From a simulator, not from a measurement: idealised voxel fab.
process module | voxel self aligned contacts
cross-section cut | 280 nm wide | cells 5 nm
A cross-section is a grid of square cells, given in bands from the top down. A band is one or more rows of cells.
Each band's line starts with the height of the band's top and of its bottom, in nm. Then come its materials from left to right, each with its width in nm. One material with "throughout" fills the band from edge to edge. "air" is empty space.
Height 0 is the level under which the wafer as received is all one material. The lowest band goes on downwards, as in "0 down".
A width such as "30 to 40" changes by the same amount from each row of cells to the next, from the band's top row to its bottom row.
"no change" after a step means that no cell of the cross-section changed.
closed voids: empty space of 8 cells or more with no open way to the top, each as width x height at its distance from the left edge, in nm
after a step's settings: what the simulator itself notes on the step
overlay nm, on a step with a mask: how far to the right of its planned place the mask lay; to the left if negative
Each pair below shows a cross-section before one step and the cross-section after it, down to the lowest band that changed. The line under each pair gives the step between them, with its settings. The pairs can come from different runs of this module on the same starting wafer, so a pair continues from the pair above only where its "before" says so.
before
  50 to 45: SiO2 95 | air 45 | SiO2 20 | air 45 | SiO2 75
  45 to 25: SiO2 50 | SiN 50 | air 15 | SiN 50 | air 15 | SiN 50 | SiO2 50
  25 to 5: SiO2 50 | SiN 10 | polySi 30 | SiN 10 | air 15 | SiN 10 | polySi 30 | SiN 10 | air 15 | SiN 10 | polySi 30 | SiN 10 | SiO2 50
  5 to 0: SiO2 100 | air 15 | SiO2 50 | air 15 | SiO2 100
  0 down: Si throughout
  closed voids: none
after
  55 to 50: TiN 100 | air 35 | TiN 30 | air 35 | TiN 80
  50 to 45: SiO2 95 | TiN 10 | air 5 | TiN 30 | SiO2 20 | TiN 10 | air 5 | TiN 30 | SiO2 75
  45 to 25: SiO2 50 | SiN 50 | TiN 5 | air 5 | TiN 5 | SiN 50 | TiN 5 | air 5 | TiN 5 | SiN 50 | SiO2 50
  25 to 5: SiO2 50 | SiN 10 | polySi 30 | SiN 10 | TiN 5 | air 5 | TiN 5 | SiN 10 | polySi 30 | SiN 10 | TiN 5 | air 5 | TiN 5 | SiN 10 | polySi 30 | SiN 10 | SiO2 50
  5 to 0: SiO2 100 | TiN 15 | SiO2 50 | TiN 15 | SiO2 100
  below 0: unchanged
  closed voids: none
the step between: op CONFORMAL_DEP | material TiN | thk nm 5
before: the cross-section after the pair above
after
  65 to 55: Ru throughout
  55 to 50: TiN 100 | Ru 35 | TiN 30 | Ru 35 | TiN 80
  50 to 45: SiO2 95 | TiN 10 | Ru 5 | TiN 30 | SiO2 20 | TiN 10 | Ru 5 | TiN 30 | SiO2 75
  45 to 25: SiO2 50 | SiN 50 | TiN 5 | Ru 5 | TiN 5 | SiN 50 | TiN 5 | Ru 5 | TiN 5 | SiN 50 | SiO2 50
  25 to 5: SiO2 50 | SiN 10 | polySi 30 | SiN 10 | TiN 5 | Ru 5 | TiN 5 | SiN 10 | polySi 30 | SiN 10 | TiN 5 | Ru 5 | TiN 5 | SiN 10 | polySi 30 | SiN 10 | SiO2 50
  below 5: unchanged
  closed voids: none
the step between: op FILL_DEP | material Ru | thk nm 10
before: the cross-section after the pair above
after
  50 to 45: SiO2 95 | TiN 10 | Ru 5 | TiN 30 | SiO2 20 | TiN 10 | Ru 5 | TiN 30 | SiO2 75
  below 45: unchanged
  closed voids: none
the step between: op CMP | height nm 50
before: the cross-section after the pair above
after
  55 to 50: SiN throughout
  below 50: unchanged
  closed voids: none
the step between: op CONFORMAL_DEP | material SiN | thk nm 5
before
  25 to 5: polySi throughout
  5 to 0: SiO2 throughout
  0 down: Si throughout
  closed voids: none
after
  45 to 25: SiO2 throughout
  below 25: unchanged
  closed voids: none
the step between: op DIRECTIONAL_DEP | material SiO2 | thk nm 20
before: the cross-section after the pair above
after
  55 to 45: SiN throughout
  below 45: unchanged
  closed voids: none
the step between: op CONFORMAL_DEP | material SiN | thk nm 10
before: the cross-section after the pair above
after
  45 to 25: SiO2 throughout
  below 25: unchanged
  closed voids: none
the step between: op DIRECTIONAL_ETCH | etch materials SiN | depth nm 10
before: the cross-section after the pair above
after
  60 to 25: SiO2 throughout
  below 25: unchanged
  closed voids: none
the step between: op FILL_DEP | material SiO2 | thk nm 15
before: the cross-section after the pair above
after
  50 to 25: SiO2 throughout
  below 25: unchanged
  closed voids: none
the step between: op CMP | height nm 50
before: the cross-section after the pair above
after
  65 to 50: resist 85 | air 45 | resist 20 | air 45 | resist 85
  below 50: unchanged
  closed voids: none
the step between: op PATTERN | tone open | mask id CONTACT | material resist | width nm 45 | pitch nm 65 | thk nm 15 | overlay nm 0
before: the cross-section after the pair above
after
  65 to 50: resist 85 | air 45 | resist 20 | air 45 | resist 85
  50 to 25: SiO2 85 | air 45 | SiO2 20 | air 45 | SiO2 85
  below 25: unchanged
  closed voids: none
the step between: op DIRECTIONAL_ETCH | etch materials SiO2 | depth nm 50
before: the cross-section after the pair above
after
  50 to 25: SiO2 85 | air 45 | SiO2 20 | air 45 | SiO2 85
  below 25: unchanged
  closed voids: none
the step between: op STRIP | etch materials resist
before: the cross-section after the pair above
after
  55 to 50: TiN 90 | air 35 | TiN 30 | air 35 | TiN 90
  50 to 30: SiO2 85 | TiN 5 | air 35 | TiN 5 | SiO2 20 | TiN 5 | air 35 | TiN 5 | SiO2 85
  30 to 25: SiO2 85 | TiN 45 | SiO2 20 | TiN 45 | SiO2 85
  below 25: unchanged
  closed voids: none
the step between: op CONFORMAL_DEP | material TiN | thk nm 5
before: the cross-section after the pair above
after
  65 to 55: Ru throughout
  55 to 50: TiN 90 | Ru 35 | TiN 30 | Ru 35 | TiN 90
  50 to 30: SiO2 85 | TiN 5 | Ru 35 | TiN 5 | SiO2 20 | TiN 5 | Ru 35 | TiN 5 | SiO2 85
  below 30: unchanged
  closed voids: none
the step between: op FILL_DEP | material Ru | thk nm 10
before: the cross-section after the pair above
after
  50 to 30: SiO2 85 | TiN 5 | Ru 35 | TiN 5 | SiO2 20 | TiN 5 | Ru 35 | TiN 5 | SiO2 85
  below 30: unchanged
  closed voids: none
the step between: op CMP | height nm 50
before: the cross-section after the pair above
after
  55 to 50: SiN throughout
  below 50: unchanged
  closed voids: none
the step between: op CONFORMAL_DEP | material SiN | thk nm 5
before
  45 to 25: SiN throughout
  25 to 5: polySi throughout
  5 to 0: SiO2 throughout
  0 down: Si throughout
  closed voids: none
after
  45 to 25: SiN 60 | air 30 | SiN 35 | air 30 | SiN 35 | air 30 | SiN 60
  below 25: unchanged
  closed voids: none
the step between: op MASKED_ETCH | tone open | mask id GATE | width nm 30 | pitch nm 65 | etch materials SiN | depth nm 20 | overlay nm 0
before: the cross-section after the pair above
after
  55 to 35: SiN 70 | air 10 | SiN 55 | air 10 | SiN 55 | air 10 | SiN 70
  35 to 25: SiN throughout
  below 25: unchanged
  closed voids: none
the step between: op CONFORMAL_DEP | material SiN | thk nm 10
before: the cross-section after the pair above
after
  45 to 25: SiN 70 | air 10 | SiN 55 | air 10 | SiN 55 | air 10 | SiN 70
  below 25: unchanged
  closed voids: none
the step between: op DIRECTIONAL_ETCH | etch materials SiN | depth nm 10
before: the cross-section after the pair above
after
  60 to 45: SiO2 throughout
  45 to 25: SiN 70 | SiO2 10 | SiN 55 | SiO2 10 | SiN 55 | SiO2 10 | SiN 70
  below 25: unchanged
  closed voids: none
the step between: op FILL_DEP | material SiO2 | thk nm 15
before: the cross-section after the pair above
after
  50 to 45: SiO2 throughout
  below 45: unchanged
  closed voids: none
the step between: op CMP | height nm 50
before: the cross-section after the pair above
after
  65 to 50: resist 85 | air 45 | resist 20 | air 45 | resist 85
  below 50: unchanged
  closed voids: none
the step between: op PATTERN | tone open | mask id CONTACT | material resist | width nm 45 | pitch nm 65 | thk nm 15 | overlay nm 0
before: the cross-section after the pair above
after
  65 to 50: resist 85 | air 45 | resist 20 | air 45 | resist 85
  50 to 45: SiO2 85 | air 45 | SiO2 20 | air 45 | SiO2 85
  below 45: unchanged
  closed voids: none
the step between: op DIRECTIONAL_ETCH | etch materials SiO2 | depth nm 50
before: the cross-section after the pair above
after
  50 to 45: SiO2 85 | air 45 | SiO2 20 | air 45 | SiO2 85
  below 45: unchanged
  closed voids: none
the step between: op STRIP | etch materials resist
before: the cross-section after the pair above
after
  55 to 50: TiN 90 | air 35 | TiN 30 | air 35 | TiN 90
  50 to 45: SiO2 85 | TiN 45 | SiO2 20 | TiN 45 | SiO2 85
  below 45: unchanged
  closed voids: none
the step between: op CONFORMAL_DEP | material TiN | thk nm 5
before: the cross-section after the pair above
after
  65 to 55: Ru throughout
  55 to 50: TiN 90 | Ru 35 | TiN 30 | Ru 35 | TiN 90
  below 50: unchanged
  closed voids: none
the step between: op FILL_DEP | material Ru | thk nm 10
before: the cross-section after the pair above
after
  50 to 45: SiO2 85 | TiN 45 | SiO2 20 | TiN 45 | SiO2 85
  below 45: unchanged
  closed voids: none
the step between: op CMP | height nm 50
before: the cross-section after the pair above
after
  55 to 50: SiN throughout
  below 50: unchanged
  closed voids: none
the step between: op CONFORMAL_DEP | material SiN | thk nm 5
